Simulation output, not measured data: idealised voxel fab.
Documented hereafter: the process module known as voxel transistor to metal.
Cross-sectional view cut (width: 180 nm; square cell size: 5 nm).
Notation: cross-section as square-cell grid; stated in bands, top first, going down; one or more cell rows per band.
Per band: top height and bottom height in nm, followed by the left-to-right materials and their widths in nm; "throughout" marks a single material spanning edge to edge, "air" marks empty space.
Basically, 0 is our baseline, since under it the wafer straight out of the box is all one material. The bottom band has no lower end and keeps on going down, so it looks like "0 -> down".
Per-row width for "30..40": begins at first number (top row of band), ends at second number (bottom row), increment between rows held constant.
Given "no alteration" for a step, no cell of the cross-section differs between before and after that step.
"Closed internal cavities" lists enclosed empty spaces (at least 8 cells, no open path upward to the top), each as width x height at distance from the left edge, in nm.
Text after the settings on a step's line: the simulator's own remark on that step.
On any step carrying a mask, the "overlay nm" setting, if present on the step's line, tells how far right of its planned place the mask lay; negative values point to the left.

## List of planned process steps
| 1 | RECEIVE | material Si |
| 2 | CONFORMAL_DEP | material SiO2 | thk nm 5 |
| 3 | CONFORMAL_DEP | material SiN | thk nm 10 |
| 4 | MASKED_ETCH | tone cover | mask id ACTIVE | width nm 110 | etch materials SiN | depth nm 10 | overlay nm 0 |
| 5 | MASKED_ETCH | tone cover | mask id ACTIVE | width nm 110 | etch materials SiO2 | depth nm 5 | overlay nm 0 |
| 6 | MASKED_ETCH | tone cover | mask id ACTIVE | width nm 110 | etch materials Si | depth nm 20 | overlay nm 0 |
| 7 | OXIDIZE | depth nm 5 |
| 8 | FILL_DEP | material SiO2 | thk nm 10 |
| 9 | CMP | height nm 15 |
| 10 | SELECTIVE_ETCH | etch materials SiO2 | depth nm 10 |
| 11 | STRIP | etch materials SiN |
| 12 | SELECTIVE_ETCH | etch materials SiO2 | depth nm 5 |
| 13 | OXIDIZE | depth nm 5 |
| 14 | DIRECTIONAL_DEP | material polySi | thk nm 30 |
| 15 | DIRECTIONAL_DEP | material SiCN | thk nm 10 |
| 16 | MASKED_ETCH | tone cover | mask id GATE | width nm 20 | etch materials SiCN | depth nm 20 | overlay nm 0 |
| 17 | MASKED_ETCH | tone cover | mask id GATE | width nm 20 | etch materials polySi | depth nm 40 | overlay nm 0 |
| 18 | CONFORMAL_DEP | material SiN | thk nm 5 |
| 19 | DIRECTIONAL_ETCH | etch materials SiN | depth nm 5 |
| 20 | DIRECTIONAL_ETCH | etch materials SiO2 | depth nm 5 |
| 21 | DIRECTIONAL_ETCH | etch materials Si | depth nm 5 |
| 22 | EPI | material pSi | thk nm 5 |
| 23 | FILL_DEP | material SiO2 | thk nm 10 |
| 24 | CMP | height nm 40 |
| 25 | DIRECTIONAL_DEP | material SiO2 | thk nm 10 |
| 26 | MASKED_ETCH | tone open | mask id CONTACT | width nm 30 | pitch nm 60 | etch materials SiO2 | depth nm 55 | overlay nm 0 |
| 27 | CONFORMAL_DEP | material TiN | thk nm 5 |
| 28 | FILL_DEP | material Ru | thk nm 5 |
| 29 | CMP | height nm 50 |
| 30 | CONFORMAL_DEP | material SiCN | thk nm 5 |
| 31 | DIRECTIONAL_DEP | material SiO2 | thk nm 20 |
| 32 | PATTERN | tone open | mask id METAL_1 | material resist | width nm 15 | pitch nm 75 | thk nm 15 | overlay nm 0 |
| 33 | DIRECTIONAL_ETCH | etch materials SiO2 | depth nm 20 |
| 34 | DIRECTIONAL_ETCH | etch materials SiCN | depth nm 5 |
| 35 | STRIP | etch materials resist |
| 36 | CONFORMAL_DEP | material TiN | thk nm 5 |
| 37 | FILL_DEP | material Cu | thk nm 5 |
| 38 | CMP | height nm 75 |
| 39 | CONFORMAL_DEP | material SiCN | thk nm 5 |
| 40 | DIRECTIONAL_DEP | material SiO2 | thk nm 35 |
| 41 | PATTERN | tone open | mask id METAL_2 | material resist | width nm 15 | pitch nm 75 | thk nm 15 | overlay nm 0 |
| 42 | DIRECTIONAL_ETCH | etch materials SiO2 | depth nm 20 |
| 43 | STRIP | etch materials resist |
| 44 | DIRECTIONAL_DEP | material aC | thk nm 15 |
| 45 | PATTERN | tone open | mask id METAL_2_HOLES | material resist | width nm 15 | pitch nm 75 | thk nm 30 | overlay nm 0 |
| 46 | DIRECTIONAL_ETCH | etch materials aC | depth nm 15 |
| 47 | STRIP | etch materials resist |
| 48 | DIRECTIONAL_ETCH | etch materials SiO2 | depth nm 15 |
| 49 | DIRECTIONAL_ETCH | etch materials SiCN | depth nm 5 |
| 50 | STRIP | etch materials aC |
| 51 | CONFORMAL_DEP | material TiN | thk nm 5 |
| 52 | FILL_DEP | material Ru | thk nm 5 |
| 53 | CMP | height nm 115 |
| 54 | CONFORMAL_DEP | material SiN | thk nm 5 |

## Received-state cross-section, reflecting completion of step 1
- 0 -> down | Si throughout
- Closed internal cavities: none

## The following cross-section depicts the wafer upon conclusion of the module. Processing commenced from the starting condition illustrated above and adhered to the plan illustrated above, save for one mistake in execution
- 120 -> 115 | SiN throughout
- 115 -> 80 | 45 of SiO2 | 5 of TiN | 5 of Ru | 5 of TiN | 60 of SiO2 | 5 of TiN | 5 of Ru | 5 of TiN | 45 of SiO2
- 80 -> 75 | 45 of SiCN | 15 of TiN | 60 of SiCN | 15 of TiN | 45 of SiCN
- 75 -> 55 | 45 of SiO2 | 5 of TiN | 5 of Cu | 5 of TiN | 60 of SiO2 | 5 of TiN | 5 of Cu | 5 of TiN | 45 of SiO2
- 55 -> 50 | 45 of SiCN | 15 of TiN | 60 of SiCN | 15 of TiN | 45 of SiCN
- 50 -> 40 | 45 of SiO2 | 5 of TiN | 25..20 of Ru | 5..10 of TiN | 25 of SiO2 | 5 of TiN | 25 of Ru | 5 of TiN | 40 of SiO2
- 40 -> 30 | 45 of SiO2 | 5 of TiN | 20 of Ru | 5 of TiN | 5 of SiN | 20 of SiCN | 5 of SiN | 5 of TiN | 25 of Ru | 5 of TiN | 40 of SiO2
- 30 -> 5 | 45 of SiO2 | 5 of TiN | 20 of Ru | 5 of TiN | 5 of SiN | 20 of polySi | 5 of SiN | 5 of TiN | 25 of Ru | 5 of TiN | 40 of SiO2
- 5 -> 0 | 45 of SiO2 | 5 of TiN | 15 of Ru | 10 of TiN | 5 of SiN | 20 of polySi | 5 of SiN | 10 of TiN | 20 of Ru | 5 of TiN | 40 of SiO2
- 0 -> -5 | 45 of SiO2 | 25 of TiN | 5 of pSi | 30 of SiO2 | 5 of pSi | 30 of TiN | 40 of SiO2
- -5 -> -10 | 40 of SiO2 | 35 of pSi | 30 of Si | 35 of pSi | 40 of SiO2
- -10 -> -25 | 40 of SiO2 | 100 of Si | 40 of SiO2
- -25 -> down | Si throughout
- Closed internal cavities: none
Deviation from plan: for step 26, the planned setting was not used; the step was instead run as MASKED_ETCH | tone open | mask id CONTACT | width nm 35 | pitch nm 60 | etch materials SiO2 | depth nm 55 | overlay nm 0
